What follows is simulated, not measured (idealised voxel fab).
process module | voxel trench capacitor
cross-section cut | 245 nm wide | cells 5 nm
A cross-section is a grid of square cells, given in bands from the top down. A band is one or more rows of cells.
Each band's line starts with the height of the band's top and of its bottom, in nm. Then come its materials from left to right, each with its width in nm. One material with "throughout" fills the band from edge to edge. "air" is empty space.
Height 0 is the level under which the wafer as received is all one material. The lowest band goes on downwards, as in "0 down".
A width such as "30 to 40" changes by the same amount from each row of cells to the next, from the band's top row to its bottom row.
"no change" after a step means that no cell of the cross-section changed.
closed voids: empty space of 8 cells or more with no open way to the top, each as width x height at its distance from the left edge, in nm
after a step's settings: what the simulator itself notes on the step
overlay nm, on a step with a mask: how far to the right of its planned place the mask lay; to the left if negative
plan
1 op RECEIVE | material Si
2 op CONFORMAL_DEP | material SiN | thk nm 5
3 op PATTERN | tone open | mask id TRENCH | material resist | width nm 25 | pitch nm 40 | thk nm 20 | overlay nm 0
4 op DIRECTIONAL_ETCH | etch materials SiN | depth nm 5
5 op DIRECTIONAL_ETCH | etch materials Si | depth nm 40
6 op STRIP | etch materials resist
7 op CONFORMAL_DEP | material Al2O3 | thk nm 5
8 op CONFORMAL_DEP | material TiN | thk nm 5
9 op FILL_DEP | material W | thk nm 10
10 op CMP | height nm 5
as received, after step 1
  0 down: Si throughout
  closed voids: none
first wafer at the end, as planned
  5 to 0: SiN 70 | Al2O3 5 | TiN 5 | W 5 | TiN 5 | Al2O3 5 | SiN 15 | Al2O3 5 | TiN 5 | W 5 | TiN 5 | Al2O3 5 | SiN 15 | Al2O3 5 | TiN 5 | W 5 | TiN 5 | Al2O3 5 | SiN 70
  0 to -30: Si 70 | Al2O3 5 | TiN 5 | W 5 | TiN 5 | Al2O3 5 | Si 15 | Al2O3 5 | TiN 5 | W 5 | TiN 5 | Al2O3 5 | Si 15 | Al2O3 5 | TiN 5 | W 5 | TiN 5 | Al2O3 5 | Si 70
  -30 to -35: Si 70 | Al2O3 5 | TiN 15 | Al2O3 5 | Si 15 | Al2O3 5 | TiN 15 | Al2O3 5 | Si 15 | Al2O3 5 | TiN 15 | Al2O3 5 | Si 70
  -35 to -40: Si 70 | Al2O3 25 | Si 15 | Al2O3 25 | Si 15 | Al2O3 25 | Si 70
  -40 down: Si throughout
  closed voids: none
second wafer at the end: like start, like plan, one mistake
  5 to 0: W 60 | TiN 5 | Al2O3 5 | SiN 25 | Al2O3 5 | TiN 5 | Al2O3 5 | SiN 25 | Al2O3 5 | TiN 5 | Al2O3 5 | SiN 25 | Al2O3 5 | TiN 5 | W 60
  0 to -30: W 60 | TiN 5 | Al2O3 5 | Si 25 | Al2O3 5 | TiN 5 | Al2O3 5 | Si 25 | Al2O3 5 | TiN 5 | Al2O3 5 | Si 25 | Al2O3 5 | TiN 5 | W 60
  -30 to -35: TiN 65 | Al2O3 5 | Si 25 | Al2O3 5 | TiN 5 | Al2O3 5 | Si 25 | Al2O3 5 | TiN 5 | Al2O3 5 | Si 25 | Al2O3 5 | TiN 65
  -35 to -40: Al2O3 70 | Si 25 | Al2O3 15 | Si 25 | Al2O3 15 | Si 25 | Al2O3 70
  -40 down: Si throughout
  closed voids: none
what went wrong: step 3 ran as: op PATTERN | tone cover | mask id TRENCH | material resist | width nm 25 | pitch nm 40 | thk nm 20 | overlay nm 0
at the end the second wafer has, in cells: 19 more of Al2O3 | 152 fewer of Si | 19 fewer of SiN | 5 more of TiN | 147 more of W
